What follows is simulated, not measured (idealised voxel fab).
Name of the process module below: voxel wiring stack
285 nm wide, 5 nm square cells: that's cross-section cut.
Cross-section format: a grid of square cells, given as bands from top to bottom; each band is one or more rows of cells. A band entry consists of two parts. The first gives the height of the band's top and the height of its bottom, in nm. The rest lists the band's materials from left to right, each with its width in nm. A single material labelled with the word "full width" fills the band from edge to edge, and the word "empty" marks empty space. Height reference: 0 = level under which incoming wafer is all one material. Lowest band: no bottom, runs on downward, e.g. "from 0 down". The width entry "30 to 40" should be interpreted row by row: the top row of cells in the band takes the first number, the bottom row takes the second number, and the change between adjacent rows is uniform throughout. "nothing changed" for a step: no cell of the cross-section changed in that step. Empty spaces counting at least 8 cells and having no open way to the top are listed in "Trapped cavities". The notation width x height at distance is used for each, the distance being from the left edge and all three values in nm. after a step's settings: what the simulator itself notes on the step. A step line may carry the setting "overlay nm", which, for steps involving a mask, states the distance by which the mask lay to the right of its intended position; negative values denote displacement to the left.

These are the steps we planned for the process
- 1: op RECEIVE | material Si
- 2: op CONFORMAL_DEP | material SiO2 | thk nm 15
- 3: op DIRECTIONAL_DEP | material TiN | thk nm 5
- 4: op DIRECTIONAL_DEP | material Ru | thk nm 15
- 5: op PATTERN | tone cover | mask id METAL_1 | material resist | width nm 25 | pitch nm 40 | thk nm 20 | overlay nm 0
- 6: op DIRECTIONAL_ETCH | etch materials Ru | depth nm 15
- 7: op DIRECTIONAL_ETCH | etch materials TiN | depth nm 5
- 8: op STRIP | etch materials resist
- 9: op CONFORMAL_DEP | material SiCN | thk nm 5
- 10: op FILL_DEP | material SiO2 | thk nm 10
- 11: op CMP | height nm 35
- 12: op CONFORMAL_DEP | material SiCN | thk nm 5
- 13: op DIRECTIONAL_DEP | material SiO2 | thk nm 25
- 14: op PATTERN | tone open | mask id METAL_2_HOLES | material resist | width nm 15 | pitch nm 40 | thk nm 20 | overlay nm 0
- 15: op DIRECTIONAL_ETCH | etch materials SiO2 | depth nm 25
- 16: op STRIP | etch materials resist
- 17: op DIRECTIONAL_DEP | material aC | thk nm 10
- 18: op PATTERN | tone open | mask id METAL_2 | material resist | width nm 25 | pitch nm 40 | thk nm 25 | overlay nm 0
- 19: op DIRECTIONAL_ETCH | etch materials aC | depth nm 10
- 20: op STRIP | etch materials resist
- 21: op DIRECTIONAL_ETCH | etch materials SiO2 | depth nm 15
- 22: op DIRECTIONAL_ETCH | etch materials SiCN | depth nm 5
- 23: op STRIP | etch materials aC
- 24: op CONFORMAL_DEP | material TiN | thk nm 5
- 25: op FILL_DEP | material Ru | thk nm 10
- 26: op CMP | height nm 65
- 27: op CONFORMAL_DEP | material SiN | thk nm 5

Step 1 complete: cross-section of the wafer as received
	from 0 down = Si full width
	Trapped cavities: none

The plan above was carried out on the starting structure above with one mistake, and this cross-section shows the wafer at the end of the module
	from 70 to 65 = SiN full width
	from 65 to 55 = SiO2: 90, then TiN: 5, then Ru: 15, then TiN: 5, then SiO2: 15, then TiN: 5, then Ru: 15, then TiN: 5, then SiO2: 15, then TiN: 5, then Ru: 15, then TiN: 5, then SiO2: 90
	from 55 to 50 = SiO2: 90, then TiN: 5, then Ru: 5, then TiN: 15, then SiO2: 15, then TiN: 5, then Ru: 5, then TiN: 15, then SiO2: 15, then TiN: 5, then Ru: 5, then TiN: 15, then SiO2: 90
	from 50 to 40 = SiO2: 90, then TiN: 5, then Ru: 5, then TiN: 5, then SiO2: 25, then TiN: 5, then Ru: 5, then TiN: 5, then SiO2: 25, then TiN: 5, then Ru: 5, then TiN: 5, then SiO2: 100
	from 40 to 30 = SiCN: 90, then TiN: 15 to 25, then SiCN: 25 to 15, then TiN: 15 to 25, then SiCN: 25 to 15, then TiN: 15 to 25, then SiCN: 100 to 90
	from 30 to 0 = SiO2 full width
	from 0 down = Si full width
	Trapped cavities: none
Processing error: step 2 was run twice
